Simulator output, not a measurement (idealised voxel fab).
Process module in this document: voxel wiring stack
For reference, the cross-section in this document is cut, with width 220 nm and square cells of 5 nm.
In what follows, cross-sections appear as grids of square cells, described through bands that run from the top down, where every band is one or more rows of cells. Each band's line starts with the height of the band's top and of its bottom, in nm. Then come its materials from left to right, each with its width in nm. One material with "all across" fills the band from edge to edge. "air" is empty space. Beneath 0, the wafer as received is one material, and that level is where height counting begins. The lowest band goes on downward without a bottom; it is written like "from 0 down". Graded width ("30 to 40"): value in top row of band = first number; value in bottom row = second number; row-to-row change constant. For the purposes of this document, the phrase "no change" attached to a step denotes that no cell within the cross-section was modified by that step. Heads up: "Sealed void list" only lists the empty pockets with no open path to the top that are 8 cells or more, and it writes them as width x height at distance, distance from the left edge, in nm. Whatever follows a step's settings on its line is a remark the simulator itself makes about that step. Among the settings permitted on a step's line is "overlay nm"; applied to a step with a mask, it specifies the extent to which the mask lay to the right of its planned position, whereas a negative figure signifies a position to the left.

# Process steps - plan
| 1 | RECEIVE with material Si |
| 2 | CONFORMAL_DEP with material SiO2, thk nm 15 |
| 3 | CONFORMAL_DEP with material SiCN, thk nm 5 |
| 4 | DIRECTIONAL_DEP with material lowk, thk nm 15 |
| 5 | PATTERN with tone open, mask id METAL_1, material resist, width nm 25, pitch nm 45, thk nm 15, overlay nm 0 |
| 6 | DIRECTIONAL_ETCH with etch materials lowk, depth nm 15 |
| 7 | DIRECTIONAL_ETCH with etch materials SiCN, depth nm 5 |
| 8 | STRIP with etch materials resist |
| 9 | CONFORMAL_DEP with material TiN, thk nm 5 |
| 10 | FILL_DEP with material Cu, thk nm 10 |
| 11 | CMP with height nm 35 |
| 12 | EPI with material Ru, thk nm 5 |
| 13 | FILL_DEP with material SiCN, thk nm 5 |
| 14 | DIRECTIONAL_DEP with material lowk, thk nm 20 |
| 15 | PATTERN with tone open, mask id PLUG_1, material resist, width nm 15, thk nm 20, overlay nm 0 |
| 16 | DIRECTIONAL_ETCH with etch materials lowk, depth nm 20 |
| 17 | DIRECTIONAL_ETCH with etch materials SiCN, depth nm 5 |
| 18 | STRIP with etch materials resist |
| 19 | CONFORMAL_DEP with material TiN, thk nm 5 |
| 20 | FILL_DEP with material Cu, thk nm 10 |
| 21 | CMP with height nm 65 |
| 22 | CONFORMAL_DEP with material SiCN, thk nm 5 |
| 23 | DIRECTIONAL_DEP with material lowk, thk nm 20 |
| 24 | PATTERN with tone open, mask id METAL_2, material resist, width nm 25, pitch nm 45, thk nm 15, overlay nm 0 |
| 25 | DIRECTIONAL_ETCH with etch materials lowk, depth nm 20 |
| 26 | DIRECTIONAL_ETCH with etch materials SiCN, depth nm 5 |
| 27 | STRIP with etch materials resist |
| 28 | CONFORMAL_DEP with material TiN, thk nm 5 |
| 29 | FILL_DEP with material Cu, thk nm 5 |
| 30 | CMP with height nm 90 |
| 31 | EPI with material Ru, thk nm 5 |
| 32 | FILL_DEP with material SiCN, thk nm 5 |
| 33 | DIRECTIONAL_DEP with material SiO2, thk nm 30 |
| 34 | PATTERN with tone open, mask id METAL_3_HOLES, material resist, width nm 15, thk nm 20, overlay nm 0 |
| 35 | DIRECTIONAL_ETCH with etch materials SiO2, depth nm 30 |
| 36 | STRIP with etch materials resist |
| 37 | PATTERN with tone open, mask id METAL_3, material resist, width nm 25, pitch nm 45, thk nm 20, overlay nm 0 |
| 38 | DIRECTIONAL_ETCH with etch materials SiO2, depth nm 15 |
| 39 | DIRECTIONAL_ETCH with etch materials SiCN, depth nm 5 |
| 40 | STRIP with etch materials resist |
| 41 | CONFORMAL_DEP with material TiN, thk nm 5 |
| 42 | FILL_DEP with material Cu, thk nm 10 |
| 43 | CMP with height nm 130 |
| 44 | CONFORMAL_DEP with material SiCN, thk nm 5 |
| 45 | DIRECTIONAL_DEP with material lowk, thk nm 30 |
| 46 | PATTERN with tone open, mask id METAL_4, material resist, width nm 25, pitch nm 45, thk nm 15, overlay nm 0 |
| 47 | DIRECTIONAL_ETCH with etch materials lowk, depth nm 15 |
| 48 | STRIP with etch materials resist |
| 49 | PATTERN with tone open, mask id METAL_4_HOLES, material resist, width nm 15, pitch nm 45, thk nm 15, overlay nm 0 |
| 50 | DIRECTIONAL_ETCH with etch materials lowk, depth nm 15 |
| 51 | DIRECTIONAL_ETCH with etch materials SiCN, depth nm 5 |
| 52 | STRIP with etch materials resist |
| 53 | CONFORMAL_DEP with material TiN, thk nm 5 |
| 54 | FILL_DEP with material Cu, thk nm 5 |
| 55 | CMP with height nm 165 |
| 56 | CONFORMAL_DEP with material SiCN, thk nm 5 |

# On the first of the two wafers: run conducted according to plan

# Cross-section of the wafer as it came to us, i.e., already through step 1
  from 0 down: Si all across
  Sealed void list: none

# Presented here is a cross-section of the wafer after step 2 has been performed
  from 15 to 0: SiO2 all across
  Under the height 0 nothing was changed.

# Presented here is a cross-section of the wafer after step 3 has been performed
  from 20 to 15: SiCN all across
  Under the height 15 nothing was changed.

# Presented here is a cross-section of the wafer after step 4 has been performed
  from 35 to 20: lowk all across
  Under the height 20 nothing was changed.

# Presented here is a cross-section of the wafer after step 5 has been performed
  from 50 to 35: resist: 75, air: 25, resist: 20, air: 25, resist: 75
  Under the height 35 nothing was changed.

# Presented here is a cross-section of the wafer after step 6 has been performed
  from 50 to 35: resist: 75, air: 25, resist: 20, air: 25, resist: 75
  from 35 to 20: lowk: 75, air: 25, lowk: 20, air: 25, lowk: 75
  Under the height 20 nothing was changed.

# Presented here is a cross-section of the wafer after step 7 has been performed
  from 50 to 35: resist: 75, air: 25, resist: 20, air: 25, resist: 75
  from 35 to 20: lowk: 75, air: 25, lowk: 20, air: 25, lowk: 75
  from 20 to 15: SiCN: 75, air: 25, SiCN: 20, air: 25, SiCN: 75
  Under the height 15 nothing was changed.

# Presented here is a cross-section of the wafer after step 8 has been performed
  from 35 to 20: lowk: 75, air: 25, lowk: 20, air: 25, lowk: 75
  Under the height 20 nothing was changed.

# Presented here is a cross-section of the wafer after step 9 has been performed
  from 40 to 35: TiN: 80, air: 15, TiN: 30, air: 15, TiN: 80
  from 35 to 20: lowk: 75, TiN: 5, air: 15, TiN: 5, lowk: 20, TiN: 5, air: 15, TiN: 5, lowk: 75
  from 20 to 15: SiCN: 75, TiN: 25, SiCN: 20, TiN: 25, SiCN: 75
  Under the height 15 nothing was changed.

# Presented here is a cross-section of the wafer after step 10 has been performed
  from 50 to 40: Cu all across
  from 40 to 35: TiN: 80, Cu: 15, TiN: 30, Cu: 15, TiN: 80
  from 35 to 20: lowk: 75, TiN: 5, Cu: 15, TiN: 5, lowk: 20, TiN: 5, Cu: 15, TiN: 5, lowk: 75
  Under the height 20 nothing was changed.

# Presented here is a cross-section of the wafer after step 11 has been performed
  from 35 to 20: lowk: 75, TiN: 5, Cu: 15, TiN: 5, lowk: 20, TiN: 5, Cu: 15, TiN: 5, lowk: 75
  Under the height 20 nothing was changed.

# Presented here is a cross-section of the wafer after step 12 has been performed
  from 40 to 35: air: 70, Ru: 35, air: 10, Ru: 35, air: 70
  Under the height 35 nothing was changed.

# Presented here is a cross-section of the wafer after step 13 has been performed
  from 45 to 40: SiCN all across
  from 40 to 35: SiCN: 70, Ru: 35, SiCN: 10, Ru: 35, SiCN: 70
  Under the height 35 nothing was changed.

# Presented here is a cross-section of the wafer after step 14 has been performed
  from 65 to 45: lowk all across
  Under the height 45 nothing was changed.

# Presented here is a cross-section of the wafer after step 15 has been performed
  from 85 to 65: resist: 75, air: 15, resist: 130
  Under the height 65 nothing was changed.

# Presented here is a cross-section of the wafer after step 16 has been performed
  from 85 to 65: resist: 75, air: 15, resist: 130
  from 65 to 45: lowk: 75, air: 15, lowk: 130
  Under the height 45 nothing was changed.

# Presented here is a cross-section of the wafer after step 17 has been performed
  from 85 to 65: resist: 75, air: 15, resist: 130
  from 65 to 45: lowk: 75, air: 15, lowk: 130
  from 45 to 40: SiCN: 75, air: 15, SiCN: 130
  Under the height 40 nothing was changed.

# Presented here is a cross-section of the wafer after step 18 has been performed
  from 65 to 45: lowk: 75, air: 15, lowk: 130
  Under the height 45 nothing was changed.

# Presented here is a cross-section of the wafer after step 19 has been performed
  from 70 to 65: TiN: 80, air: 5, TiN: 135
  from 65 to 45: lowk: 75, TiN: 5, air: 5, TiN: 5, lowk: 130
  from 45 to 40: SiCN: 75, TiN: 15, SiCN: 130
  Under the height 40 nothing was changed.

# Presented here is a cross-section of the wafer after step 20 has been performed
  from 80 to 70: Cu all across
  from 70 to 65: TiN: 80, Cu: 5, TiN: 135
  from 65 to 45: lowk: 75, TiN: 5, Cu: 5, TiN: 5, lowk: 130
  Under the height 45 nothing was changed.

# Presented here is a cross-section of the wafer after step 21 has been performed
  from 65 to 45: lowk: 75, TiN: 5, Cu: 5, TiN: 5, lowk: 130
  Under the height 45 nothing was changed.

# Presented here is a cross-section of the wafer after step 22 has been performed
  from 70 to 65: SiCN all across
  Under the height 65 nothing was changed.

# Presented here is a cross-section of the wafer after step 23 has been performed
  from 90 to 70: lowk all across
  Under the height 70 nothing was changed.

# Presented here is a cross-section of the wafer after step 24 has been performed
  from 105 to 90: resist: 75, air: 25, resist: 20, air: 25, resist: 75
  Under the height 90 nothing was changed.

# Presented here is a cross-section of the wafer after step 25 has been performed
  from 105 to 90: resist: 75, air: 25, resist: 20, air: 25, resist: 75
  from 90 to 70: lowk: 75, air: 25, lowk: 20, air: 25, lowk: 75
  Under the height 70 nothing was changed.

# Presented here is a cross-section of the wafer after step 26 has been performed
  from 105 to 90: resist: 75, air: 25, resist: 20, air: 25, resist: 75
  from 90 to 70: lowk: 75, air: 25, lowk: 20, air: 25, lowk: 75
  from 70 to 65: SiCN: 75, air: 25, SiCN: 20, air: 25, SiCN: 75
  Under the height 65 nothing was changed.

# Presented here is a cross-section of the wafer after step 27 has been performed
  from 90 to 70: lowk: 75, air: 25, lowk: 20, air: 25, lowk: 75
  Under the height 70 nothing was changed.

# Presented here is a cross-section of the wafer after step 28 has been performed
  from 95 to 90: TiN: 80, air: 15, TiN: 30, air: 15, TiN: 80
  from 90 to 70: lowk: 75, TiN: 5, air: 15, TiN: 5, lowk: 20, TiN: 5, air: 15, TiN: 5, lowk: 75
  from 70 to 65: SiCN: 75, TiN: 25, SiCN: 20, TiN: 25, SiCN: 75
  Under the height 65 nothing was changed.

# Presented here is a cross-section of the wafer after step 29 has been performed
  from 100 to 95: Cu all across
  from 95 to 90: TiN: 80, Cu: 15, TiN: 30, Cu: 15, TiN: 80
  from 90 to 70: lowk: 75, TiN: 5, Cu: 15, TiN: 5, lowk: 20, TiN: 5, Cu: 15, TiN: 5, lowk: 75
  Under the height 70 nothing was changed.

# Presented here is a cross-section of the wafer after step 30 has been performed
  from 90 to 70: lowk: 75, TiN: 5, Cu: 15, TiN: 5, lowk: 20, TiN: 5, Cu: 15, TiN: 5, lowk: 75
  Under the height 70 nothing was changed.

# Presented here is a cross-section of the wafer after step 31 has been performed
  from 95 to 90: air: 70, Ru: 35, air: 10, Ru: 35, air: 70
  Under the height 90 nothing was changed.

# Presented here is a cross-section of the wafer after step 32 has been performed
  from 100 to 95: SiCN all across
  from 95 to 90: SiCN: 70, Ru: 35, SiCN: 10, Ru: 35, SiCN: 70
  Under the height 90 nothing was changed.

# Presented here is a cross-section of the wafer after step 33 has been performed
  from 130 to 100: SiO2 all across
  Under the height 100 nothing was changed.

# Presented here is a cross-section of the wafer after step 34 has been performed
  from 150 to 130: resist: 75, air: 15, resist: 130
  Under the height 130 nothing was changed.

# Presented here is a cross-section of the wafer after step 35 has been performed
  from 150 to 130: resist: 75, air: 15, resist: 130
  from 130 to 100: SiO2: 75, air: 15, SiO2: 130
  Under the height 100 nothing was changed.

# Presented here is a cross-section of the wafer after step 36 has been performed
  from 130 to 100: SiO2: 75, air: 15, SiO2: 130
  Under the height 100 nothing was changed.

# Presented here is a cross-section of the wafer after step 37 has been performed
  from 150 to 130: resist: 75, air: 25, resist: 20, air: 25, resist: 75
  Under the height 130 nothing was changed.

# Presented here is a cross-section of the wafer after step 38 has been performed
  from 150 to 130: resist: 75, air: 25, resist: 20, air: 25, resist: 75
  from 130 to 115: SiO2: 75, air: 25, SiO2: 20, air: 25, SiO2: 75
  Under the height 115 nothing was changed.

# Presented here is a cross-section of the wafer after step 39 has been performed
  from 150 to 130: resist: 75, air: 25, resist: 20, air: 25, resist: 75
  from 130 to 115: SiO2: 75, air: 25, SiO2: 20, air: 25, SiO2: 75
  from 115 to 100: SiO2: 75, air: 15, SiO2: 130
  from 100 to 95: SiCN: 75, air: 15, SiCN: 130
  Under the height 95 nothing was changed.

# Presented here is a cross-section of the wafer after step 40 has been performed
  from 130 to 115: SiO2: 75, air: 25, SiO2: 20, air: 25, SiO2: 75
  Under the height 115 nothing was changed.

# Presented here is a cross-section of the wafer after step 41 has been performed
  from 135 to 130: TiN: 80, air: 15, TiN: 30, air: 15, TiN: 80
  from 130 to 120: SiO2: 75, TiN: 5, air: 15, TiN: 5, SiO2: 20, TiN: 5, air: 15, TiN: 5, SiO2: 75
  from 120 to 115: SiO2: 75, TiN: 5, air: 5, TiN: 15, SiO2: 20, TiN: 25, SiO2: 75
  from 115 to 100: SiO2: 75, TiN: 5, air: 5, TiN: 5, SiO2: 130
  from 100 to 95: SiCN: 75, TiN: 15, SiCN: 130
  Under the height 95 nothing was changed.

# Presented here is a cross-section of the wafer after step 42 has been performed
  from 145 to 135: Cu all across
  from 135 to 130: TiN: 80, Cu: 15, TiN: 30, Cu: 15, TiN: 80
  from 130 to 120: SiO2: 75, TiN: 5, Cu: 15, TiN: 5, SiO2: 20, TiN: 5, Cu: 15, TiN: 5, SiO2: 75
  from 120 to 115: SiO2: 75, TiN: 5, Cu: 5, TiN: 15, SiO2: 20, TiN: 25, SiO2: 75
  from 115 to 100: SiO2: 75, TiN: 5, Cu: 5, TiN: 5, SiO2: 130
  Under the height 100 nothing was changed.

# Presented here is a cross-section of the wafer after step 43 has been performed
  from 130 to 120: SiO2: 75, TiN: 5, Cu: 15, TiN: 5, SiO2: 20, TiN: 5, Cu: 15, TiN: 5, SiO2: 75
  Under the height 120 nothing was changed.

# Presented here is a cross-section of the wafer after step 44 has been performed
  from 135 to 130: SiCN all across
  Under the height 130 nothing was changed.

# Presented here is a cross-section of the wafer after step 45 has been performed
  from 165 to 135: lowk all across
  Under the height 135 nothing was changed.

# Presented here is a cross-section of the wafer after step 46 has been performed
  from 180 to 165: resist: 75, air: 25, resist: 20, air: 25, resist: 75
  Under the height 165 nothing was changed.

# Presented here is a cross-section of the wafer after step 47 has been performed
  from 180 to 165: resist: 75, air: 25, resist: 20, air: 25, resist: 75
  from 165 to 150: lowk: 75, air: 25, lowk: 20, air: 25, lowk: 75
  Under the height 150 nothing was changed.

# Presented here is a cross-section of the wafer after step 48 has been performed
  from 165 to 150: lowk: 75, air: 25, lowk: 20, air: 25, lowk: 75
  Under the height 150 nothing was changed.

# Presented here is a cross-section of the wafer after step 49 has been performed
  from 180 to 165: resist: 75, air: 15, resist: 30, air: 15, resist: 85
  from 165 to 150: lowk: 75, air: 15, resist: 10, lowk: 20, air: 15, resist: 10, lowk: 75
  Under the height 150 nothing was changed.

# Presented here is a cross-section of the wafer after step 50 has been performed
  from 180 to 165: resist: 75, air: 15, resist: 30, air: 15, resist: 85
  from 165 to 150: lowk: 75, air: 15, resist: 10, lowk: 20, air: 15, resist: 10, lowk: 75
  from 150 to 135: lowk: 75, air: 15, lowk: 30, air: 15, lowk: 85
  Under the height 135 nothing was changed.

# Presented here is a cross-section of the wafer after step 51 has been performed
  from 180 to 165: resist: 75, air: 15, resist: 30, air: 15, resist: 85
  from 165 to 150: lowk: 75, air: 15, resist: 10, lowk: 20, air: 15, resist: 10, lowk: 75
  from 150 to 135: lowk: 75, air: 15, lowk: 30, air: 15, lowk: 85
  from 135 to 130: SiCN: 75, air: 15, SiCN: 30, air: 15, SiCN: 85
  Under the height 130 nothing was changed.

# Presented here is a cross-section of the wafer after step 52 has been performed
  from 165 to 150: lowk: 75, air: 25, lowk: 20, air: 25, lowk: 75
  Under the height 150 nothing was changed.

# Presented here is a cross-section of the wafer after step 53 has been performed
  from 170 to 165: TiN: 80, air: 15, TiN: 30, air: 15, TiN: 80
  from 165 to 155: lowk: 75, TiN: 5, air: 15, TiN: 5, lowk: 20, TiN: 5, air: 15, TiN: 5, lowk: 75
  from 155 to 150: lowk: 75, TiN: 5, air: 5, TiN: 15, lowk: 20, TiN: 5, air: 5, TiN: 15, lowk: 75
  from 150 to 135: lowk: 75, TiN: 5, air: 5, TiN: 5, lowk: 30, TiN: 5, air: 5, TiN: 5, lowk: 85
  from 135 to 130: SiCN: 75, TiN: 15, SiCN: 30, TiN: 15, SiCN: 85
  Under the height 130 nothing was changed.

# Presented here is a cross-section of the wafer after step 54 has been performed
  from 175 to 170: Cu all across
  from 170 to 165: TiN: 80, Cu: 15, TiN: 30, Cu: 15, TiN: 80
  from 165 to 155: lowk: 75, TiN: 5, Cu: 15, TiN: 5, lowk: 20, TiN: 5, Cu: 15, TiN: 5, lowk: 75
  from 155 to 150: lowk: 75, TiN: 5, Cu: 5, TiN: 15, lowk: 20, TiN: 5, Cu: 5, TiN: 15, lowk: 75
  from 150 to 135: lowk: 75, TiN: 5, Cu: 5, TiN: 5, lowk: 30, TiN: 5, Cu: 5, TiN: 5, lowk: 85
  Under the height 135 nothing was changed.

# Presented here is a cross-section of the wafer after step 55 has been performed
  from 165 to 155: lowk: 75, TiN: 5, Cu: 15, TiN: 5, lowk: 20, TiN: 5, Cu: 15, TiN: 5, lowk: 75
  Under the height 155 nothing was changed.

# Presented here is a cross-section of the wafer after step 56 has been performed
  from 170 to 165: SiCN all across
  Under the height 165 nothing was changed.

# Second wafer: same start and same plan as the first, one execution error; identical to the first through step 23

# Planned end of step 24: second wafer, cross-section
  from 105 to 90: resist: 65, air: 25, resist: 20, air: 25, resist: 85
  Under the height 90 nothing was changed.

# Planned end of step 25: second wafer, cross-section
  from 105 to 90: resist: 65, air: 25, resist: 20, air: 25, resist: 85
  from 90 to 70: lowk: 65, air: 25, lowk: 20, air: 25, lowk: 85
  Under the height 70 nothing was changed.

# Planned end of step 26: second wafer, cross-section
  from 105 to 90: resist: 65, air: 25, resist: 20, air: 25, resist: 85
  from 90 to 70: lowk: 65, air: 25, lowk: 20, air: 25, lowk: 85
  from 70 to 65: SiCN: 65, air: 25, SiCN: 20, air: 25, SiCN: 85
  Under the height 65 nothing was changed.

# Planned end of step 27: second wafer, cross-section
  from 90 to 70: lowk: 65, air: 25, lowk: 20, air: 25, lowk: 85
  Under the height 70 nothing was changed.

# Planned end of step 28: second wafer, cross-section
  from 95 to 90: TiN: 70, air: 15, TiN: 30, air: 15, TiN: 90
  from 90 to 70: lowk: 65, TiN: 5, air: 15, TiN: 5, lowk: 20, TiN: 5, air: 15, TiN: 5, lowk: 85
  from 70 to 65: SiCN: 65, TiN: 25, SiCN: 20, TiN: 25, SiCN: 85
  Under the height 65 nothing was changed.

# Planned end of step 29: second wafer, cross-section
  from 100 to 95: Cu all across
  from 95 to 90: TiN: 70, Cu: 15, TiN: 30, Cu: 15, TiN: 90
  from 90 to 70: lowk: 65, TiN: 5, Cu: 15, TiN: 5, lowk: 20, TiN: 5, Cu: 15, TiN: 5, lowk: 85
  Under the height 70 nothing was changed.

# Planned end of step 30: second wafer, cross-section
  from 90 to 70: lowk: 65, TiN: 5, Cu: 15, TiN: 5, lowk: 20, TiN: 5, Cu: 15, TiN: 5, lowk: 85
  Under the height 70 nothing was changed.

# Planned end of step 31: second wafer, cross-section
  from 95 to 90: air: 60, Ru: 35, air: 10, Ru: 35, air: 80
  Under the height 90 nothing was changed.

# Planned end of step 32: second wafer, cross-section
  from 100 to 95: SiCN all across
  from 95 to 90: SiCN: 60, Ru: 35, SiCN: 10, Ru: 35, SiCN: 80
  Under the height 90 nothing was changed.

# Planned end of step 33: second wafer, cross-section
  from 130 to 100: SiO2 all across
  Under the height 100 nothing was changed.

# Planned end of step 34: second wafer, cross-section
  from 150 to 130: resist: 75, air: 15, resist: 130
  Under the height 130 nothing was changed.

# Planned end of step 35: second wafer, cross-section
  from 150 to 130: resist: 75, air: 15, resist: 130
  from 130 to 100: SiO2: 75, air: 15, SiO2: 130
  Under the height 100 nothing was changed.

# Planned end of step 36: second wafer, cross-section
  from 130 to 100: SiO2: 75, air: 15, SiO2: 130
  Under the height 100 nothing was changed.

# Planned end of step 37: second wafer, cross-section
  from 150 to 130: resist: 75, air: 25, resist: 20, air: 25, resist: 75
  Under the height 130 nothing was changed.

# Planned end of step 38: second wafer, cross-section
  from 150 to 130: resist: 75, air: 25, resist: 20, air: 25, resist: 75
  from 130 to 115: SiO2: 75, air: 25, SiO2: 20, air: 25, SiO2: 75
  Under the height 115 nothing was changed.

# Planned end of step 39: second wafer, cross-section
  from 150 to 130: resist: 75, air: 25, resist: 20, air: 25, resist: 75
  from 130 to 115: SiO2: 75, air: 25, SiO2: 20, air: 25, SiO2: 75
  from 115 to 100: SiO2: 75, air: 15, SiO2: 130
  from 100 to 95: SiCN: 75, air: 15, SiCN: 130
  Under the height 95 nothing was changed.

# Planned end of step 40: second wafer, cross-section
  from 130 to 115: SiO2: 75, air: 25, SiO2: 20, air: 25, SiO2: 75
  Under the height 115 nothing was changed.

# Planned end of step 41: second wafer, cross-section
  from 135 to 130: TiN: 80, air: 15, TiN: 30, air: 15, TiN: 80
  from 130 to 120: SiO2: 75, TiN: 5, air: 15, TiN: 5, SiO2: 20, TiN: 5, air: 15, TiN: 5, SiO2: 75
  from 120 to 115: SiO2: 75, TiN: 5, air: 5, TiN: 15, SiO2: 20, TiN: 25, SiO2: 75
  from 115 to 100: SiO2: 75, TiN: 5, air: 5, TiN: 5, SiO2: 130
  from 100 to 95: SiCN: 75, TiN: 15, SiCN: 130
  Under the height 95 nothing was changed.

# Planned end of step 42: second wafer, cross-section
  from 145 to 135: Cu all across
  from 135 to 130: TiN: 80, Cu: 15, TiN: 30, Cu: 15, TiN: 80
  from 130 to 120: SiO2: 75, TiN: 5, Cu: 15, TiN: 5, SiO2: 20, TiN: 5, Cu: 15, TiN: 5, SiO2: 75
  from 120 to 115: SiO2: 75, TiN: 5, Cu: 5, TiN: 15, SiO2: 20, TiN: 25, SiO2: 75
  from 115 to 100: SiO2: 75, TiN: 5, Cu: 5, TiN: 5, SiO2: 130
  Under the height 100 nothing was changed.

# Planned end of step 43: second wafer, cross-section
  from 130 to 120: SiO2: 75, TiN: 5, Cu: 15, TiN: 5, SiO2: 20, TiN: 5, Cu: 15, TiN: 5, SiO2: 75
  Under the height 120 nothing was changed.

# Planned end of step 44: second wafer, cross-section
  from 135 to 130: SiCN all across
  Under the height 130 nothing was changed.

# Planned end of step 45: second wafer, cross-section
  from 165 to 135: lowk all across
  Under the height 135 nothing was changed.

# Planned end of step 46: second wafer, cross-section
  from 180 to 165: resist: 75, air: 25, resist: 20, air: 25, resist: 75
  Under the height 165 nothing was changed.

# Planned end of step 47: second wafer, cross-section
  from 180 to 165: resist: 75, air: 25, resist: 20, air: 25, resist: 75
  from 165 to 150: lowk: 75, air: 25, lowk: 20, air: 25, lowk: 75
  Under the height 150 nothing was changed.

# Planned end of step 48: second wafer, cross-section
  from 165 to 150: lowk: 75, air: 25, lowk: 20, air: 25, lowk: 75
  Under the height 150 nothing was changed.

# Planned end of step 49: second wafer, cross-section
  from 180 to 165: resist: 75, air: 15, resist: 30, air: 15, resist: 85
  from 165 to 150: lowk: 75, air: 15, resist: 10, lowk: 20, air: 15, resist: 10, lowk: 75
  Under the height 150 nothing was changed.

# Planned end of step 50: second wafer, cross-section
  from 180 to 165: resist: 75, air: 15, resist: 30, air: 15, resist: 85
  from 165 to 150: lowk: 75, air: 15, resist: 10, lowk: 20, air: 15, resist: 10, lowk: 75
  from 150 to 135: lowk: 75, air: 15, lowk: 30, air: 15, lowk: 85
  Under the height 135 nothing was changed.

# Planned end of step 51: second wafer, cross-section
  from 180 to 165: resist: 75, air: 15, resist: 30, air: 15, resist: 85
  from 165 to 150: lowk: 75, air: 15, resist: 10, lowk: 20, air: 15, resist: 10, lowk: 75
  from 150 to 135: lowk: 75, air: 15, lowk: 30, air: 15, lowk: 85
  from 135 to 130: SiCN: 75, air: 15, SiCN: 30, air: 15, SiCN: 85
  Under the height 130 nothing was changed.

# Planned end of step 52: second wafer, cross-section
  from 165 to 150: lowk: 75, air: 25, lowk: 20, air: 25, lowk: 75
  Under the height 150 nothing was changed.

# Planned end of step 53: second wafer, cross-section
  from 170 to 165: TiN: 80, air: 15, TiN: 30, air: 15, TiN: 80
  from 165 to 155: lowk: 75, TiN: 5, air: 15, TiN: 5, lowk: 20, TiN: 5, air: 15, TiN: 5, lowk: 75
  from 155 to 150: lowk: 75, TiN: 5, air: 5, TiN: 15, lowk: 20, TiN: 5, air: 5, TiN: 15, lowk: 75
  from 150 to 135: lowk: 75, TiN: 5, air: 5, TiN: 5, lowk: 30, TiN: 5, air: 5, TiN: 5, lowk: 85
  from 135 to 130: SiCN: 75, TiN: 15, SiCN: 30, TiN: 15, SiCN: 85
  Under the height 130 nothing was changed.

# Planned end of step 54: second wafer, cross-section
  from 175 to 170: Cu all across
  from 170 to 165: TiN: 80, Cu: 15, TiN: 30, Cu: 15, TiN: 80
  from 165 to 155: lowk: 75, TiN: 5, Cu: 15, TiN: 5, lowk: 20, TiN: 5, Cu: 15, TiN: 5, lowk: 75
  from 155 to 150: lowk: 75, TiN: 5, Cu: 5, TiN: 15, lowk: 20, TiN: 5, Cu: 5, TiN: 15, lowk: 75
  from 150 to 135: lowk: 75, TiN: 5, Cu: 5, TiN: 5, lowk: 30, TiN: 5, Cu: 5, TiN: 5, lowk: 85
  Under the height 135 nothing was changed.

# Planned end of step 55: second wafer, cross-section
  from 165 to 155: lowk: 75, TiN: 5, Cu: 15, TiN: 5, lowk: 20, TiN: 5, Cu: 15, TiN: 5, lowk: 75
  Under the height 155 nothing was changed.

# Planned end of step 56: second wafer, cross-section
  from 170 to 165: SiCN all across
  Under the height 165 nothing was changed.
So what did we get wrong on this run? step 24 off recipe, ran as PATTERN with tone open, mask id METAL_2, material resist, width nm 25, pitch nm 45, thk nm 15, overlay nm -10
When the process is done, the second wafer contains the same cell count of every material as the first wafer, but distributed over other locations.
